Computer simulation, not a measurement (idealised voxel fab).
Herein follows the process module entitled voxel wiring stack.
The cross-section on display is named cut; it measures 260 nm wide, and its cells are 5 nm squares.
A cross-section is a grid of square cells, given in bands from the top down. A band is one or more rows of cells.
Band entry format. Leading values: height of top, height of bottom, nm. Remainder: materials in left-to-right order, each with its width in nm. Special words: "full width" on a single material, which then fills the band edge to edge; "empty", empty space.
A quick word on heights: they are counted from 0, and under that level the wafer as it came to us is one material throughout. The lowest band is different from the rest in having no bottom; it simply continues downward, written as in "0 down".
A width given as "30 to 40" starts at the first number in the band's top row and ends at the second number in its bottom row, shifting by an equal amount at every step from row to row.
Step marked "all unchanged"? Then no cell in the cross-section changed in it.
The entry titled "Enclosed internal voids" provides the empty spaces that have no open way to the top, restricted to those of 8 cells or more. Each is presented as width x height at distance, the distance being measured from the left edge, with all three in nm.
Whatever follows a step's settings on its line is a remark the simulator itself makes about that step.
The setting "overlay nm" may be written on the line of a step. When the step uses a mask, the value reports how far to the right of the planned place the mask lay, and a negative value reports that it lay to the left.

### Planned process steps
- 1: RECEIVE | material Si
- 2: CONFORMAL_DEP | material SiO2 | thk nm 15
- 3: DIRECTIONAL_DEP | material TiN | thk nm 5
- 4: DIRECTIONAL_DEP | material W | thk nm 15
- 5: DIRECTIONAL_DEP | material aC | thk nm 10
- 6: PATTERN | tone cover | mask id METAL_1 | material resist | width nm 20 | pitch nm 50 | thk nm 25 | overlay nm 0
- 7: DIRECTIONAL_ETCH | etch materials aC | depth nm 10
- 8: STRIP | etch materials resist
- 9: DIRECTIONAL_ETCH | etch materials W | depth nm 15
- 10: DIRECTIONAL_ETCH | etch materials TiN | depth nm 5
- 11: STRIP | etch materials aC
- 12: FILL_DEP | material SiO2 | thk nm 5
- 13: CMP | height nm 35
- 14: CONFORMAL_DEP | material SiCN | thk nm 5
- 15: DIRECTIONAL_DEP | material SiO2 | thk nm 20
- 16: PATTERN | tone open | mask id PLUG_1 | material resist | width nm 15 | pitch nm 50 | thk nm 15 | overlay nm 0
- 17: DIRECTIONAL_ETCH | etch materials SiO2 | depth nm 20
- 18: DIRECTIONAL_ETCH | etch materials SiCN | depth nm 5
- 19: STRIP | etch materials resist
- 20: CONFORMAL_DEP | material TiN | thk nm 5
- 21: FILL_DEP | material Cu | thk nm 10
- 22: CMP | height nm 60
- 23: CONFORMAL_DEP | material SiN | thk nm 5
- 24: DIRECTIONAL_DEP | material lowk | thk nm 25
- 25: DIRECTIONAL_DEP | material aC | thk nm 15
- 26: PATTERN | tone open | mask id METAL_2 | material resist | width nm 20 | pitch nm 50 | thk nm 35 | overlay nm 0
- 27: DIRECTIONAL_ETCH | etch materials aC | depth nm 15
- 28: STRIP | etch materials resist
- 29: DIRECTIONAL_ETCH | etch materials lowk | depth nm 25
- 30: DIRECTIONAL_ETCH | etch materials SiN | depth nm 5
- 31: STRIP | etch materials aC
- 32: CONFORMAL_DEP | material TiN | thk nm 5
- 33: FILL_DEP | material W | thk nm 10
- 34: CMP | height nm 90
- 35: EPI | material Ru | thk nm 5
- 36: FILL_DEP | material SiCN | thk nm 5
- 37: DIRECTIONAL_DEP | material lowk | thk nm 35
- 38: DIRECTIONAL_DEP | material aC | thk nm 15
- 39: PATTERN | tone open | mask id METAL_3 | material resist | width nm 20 | pitch nm 50 | thk nm 35 | overlay nm 0
- 40: DIRECTIONAL_ETCH | etch materials aC | depth nm 15
- 41: STRIP | etch materials resist
- 42: DIRECTIONAL_ETCH | etch materials lowk | depth nm 20
- 43: STRIP | etch materials aC
- 44: DIRECTIONAL_DEP | material aC | thk nm 10
- 45: PATTERN | tone open | mask id METAL_3_HOLES | material resist | width nm 15 | pitch nm 50 | thk nm 30 | overlay nm 0
- 46: DIRECTIONAL_ETCH | etch materials aC | depth nm 10
- 47: STRIP | etch materials resist
- 48: DIRECTIONAL_ETCH | etch materials lowk | depth nm 15
- 49: DIRECTIONAL_ETCH | etch materials SiCN | depth nm 5
- 50: STRIP | etch materials aC
- 51: CONFORMAL_DEP | material TiN | thk nm 5
- 52: FILL_DEP | material Ru | thk nm 10
- 53: CMP | height nm 135
- 54: CONFORMAL_DEP | material SiCN | thk nm 5
- 55: DIRECTIONAL_DEP | material lowk | thk nm 25
- 56: PATTERN | tone open | mask id METAL_4 | material resist | width nm 20 | pitch nm 50 | thk nm 20 | overlay nm 0
- 57: DIRECTIONAL_ETCH | etch materials lowk | depth nm 15
- 58: STRIP | etch materials resist
- 59: MASKED_ETCH | tone open | mask id METAL_4_HOLES | width nm 15 | pitch nm 50 | etch materials lowk | depth nm 10 | overlay nm 0
- 60: MASKED_ETCH | tone open | mask id METAL_4_HOLES | width nm 15 | pitch nm 50 | etch materials SiCN | depth nm 5 | overlay nm 0
- 61: CONFORMAL_DEP | material TiN | thk nm 5
- 62: FILL_DEP | material Cu | thk nm 10
- 63: CMP | height nm 165
- 64: CONFORMAL_DEP | material SiN | thk nm 5

### Shown in cross-section is the wafer as received, that is, as it stands after step 1
0 down = Si full width
Enclosed internal voids: none

### Sectioned view, first of two wafers, at the close of the module, processed as intended in the plan
170 to 165 = SiN full width
165 to 155 = lowk (70) | TiN (5) | Cu (10) | TiN (5) | lowk (30) | TiN (5) | Cu (10) | TiN (5) | lowk (30) | TiN (5) | Cu (10) | TiN (5) | lowk (70)
155 to 150 = lowk (70) | TiN (5) | Cu (5) | TiN (10) | lowk (30) | TiN (5) | Cu (5) | TiN (10) | lowk (30) | TiN (5) | Cu (5) | TiN (10) | lowk (70)
150 to 140 = lowk (70) | TiN (5) | Cu (5) | TiN (5) | lowk (35) | TiN (5) | Cu (5) | TiN (5) | lowk (35) | TiN (5) | Cu (5) | TiN (5) | lowk (75)
140 to 135 = SiCN (70) | TiN (15) | SiCN (35) | TiN (15) | SiCN (35) | TiN (15) | SiCN (75)
135 to 120 = lowk (70) | TiN (5) | Ru (10) | TiN (5) | lowk (30) | TiN (5) | Ru (10) | TiN (5) | lowk (30) | TiN (5) | Ru (10) | TiN (5) | lowk (70)
120 to 115 = lowk (70) | TiN (5) | Ru (5) | TiN (10) | lowk (30) | TiN (5) | Ru (5) | TiN (10) | lowk (30) | TiN (5) | Ru (5) | TiN (10) | lowk (70)
115 to 100 = lowk (70) | TiN (5) | Ru (5) | TiN (5) | lowk (35) | TiN (5) | Ru (5) | TiN (5) | lowk (35) | TiN (5) | Ru (5) | TiN (5) | lowk (75)
100 to 95 = SiCN (70) | TiN (15) | SiCN (35) | TiN (15) | SiCN (35) | TiN (15) | SiCN (75)
95 to 90 = SiCN (65) | Ru (30) | SiCN (20) | Ru (30) | SiCN (20) | Ru (30) | SiCN (65)
90 to 65 = lowk (70) | TiN (5) | W (10) | TiN (5) | lowk (30) | TiN (5) | W (10) | TiN (5) | lowk (30) | TiN (5) | W (10) | TiN (5) | lowk (70)
65 to 60 = SiN (70) | TiN (20) | SiN (30) | TiN (20) | SiN (30) | TiN (20) | SiN (70)
60 to 40 = SiO2 (70) | TiN (5) | Cu (5) | TiN (5) | SiO2 (35) | TiN (5) | Cu (5) | TiN (5) | SiO2 (35) | TiN (5) | Cu (5) | TiN (5) | SiO2 (75)
40 to 35 = SiCN (70) | TiN (15) | SiCN (35) | TiN (15) | SiCN (35) | TiN (15) | SiCN (75)
35 to 20 = SiO2 (70) | W (20) | SiO2 (30) | W (20) | SiO2 (30) | W (20) | SiO2 (70)
20 to 15 = SiO2 (70) | TiN (20) | SiO2 (30) | TiN (20) | SiO2 (30) | TiN (20) | SiO2 (70)
15 to 0 = SiO2 full width
0 down = Si full width
Enclosed internal voids: none

### Wafer two cross-section, module end. Start and plan unchanged from wafer one; one mistake made during the run
170 to 165 = SiN full width
165 to 155 = lowk (70) | TiN (5) | SiO2 (10) | TiN (5) | lowk (30) | TiN (5) | SiO2 (10) | TiN (5) | lowk (30) | TiN (5) | SiO2 (10) | TiN (5) | lowk (70)
155 to 150 = lowk (70) | TiN (5) | SiO2 (5) | TiN (10) | lowk (30) | TiN (5) | SiO2 (5) | TiN (10) | lowk (30) | TiN (5) | SiO2 (5) | TiN (10) | lowk (70)
150 to 140 = lowk (70) | TiN (5) | SiO2 (5) | TiN (5) | lowk (35) | TiN (5) | SiO2 (5) | TiN (5) | lowk (35) | TiN (5) | SiO2 (5) | TiN (5) | lowk (75)
140 to 135 = SiCN (70) | TiN (15) | SiCN (35) | TiN (15) | SiCN (35) | TiN (15) | SiCN (75)
135 to 120 = lowk (70) | TiN (5) | Ru (10) | TiN (5) | lowk (30) | TiN (5) | Ru (10) | TiN (5) | lowk (30) | TiN (5) | Ru (10) | TiN (5) | lowk (70)
120 to 115 = lowk (70) | TiN (5) | Ru (5) | TiN (10) | lowk (30) | TiN (5) | Ru (5) | TiN (10) | lowk (30) | TiN (5) | Ru (5) | TiN (10) | lowk (70)
115 to 100 = lowk (70) | TiN (5) | Ru (5) | TiN (5) | lowk (35) | TiN (5) | Ru (5) | TiN (5) | lowk (35) | TiN (5) | Ru (5) | TiN (5) | lowk (75)
100 to 95 = SiCN (70) | TiN (15) | SiCN (35) | TiN (15) | SiCN (35) | TiN (15) | SiCN (75)
95 to 90 = SiCN (65) | Ru (30) | SiCN (20) | Ru (30) | SiCN (20) | Ru (30) | SiCN (65)
90 to 65 = lowk (70) | TiN (5) | W (10) | TiN (5) | lowk (30) | TiN (5) | W (10) | TiN (5) | lowk (30) | TiN (5) | W (10) | TiN (5) | lowk (70)
65 to 60 = SiN (70) | TiN (20) | SiN (30) | TiN (20) | SiN (30) | TiN (20) | SiN (70)
60 to 40 = SiO2 (70) | TiN (5) | Cu (5) | TiN (5) | SiO2 (35) | TiN (5) | Cu (5) | TiN (5) | SiO2 (35) | TiN (5) | Cu (5) | TiN (5) | SiO2 (75)
40 to 35 = SiCN (70) | TiN (15) | SiCN (35) | TiN (15) | SiCN (35) | TiN (15) | SiCN (75)
35 to 20 = SiO2 (70) | W (20) | SiO2 (30) | W (20) | SiO2 (30) | W (20) | SiO2 (70)
20 to 15 = SiO2 (70) | TiN (20) | SiO2 (30) | TiN (20) | SiO2 (30) | TiN (20) | SiO2 (70)
15 to 0 = SiO2 full width
0 down = Si full width
Enclosed internal voids: none
Which mistake was made when the wafer was run? step 62, actual vs plan mismatch, actual run FILL_DEP | material SiO2 | thk nm 10
at the end the second wafer has, in cells: -21 Cu; +21 SiO2
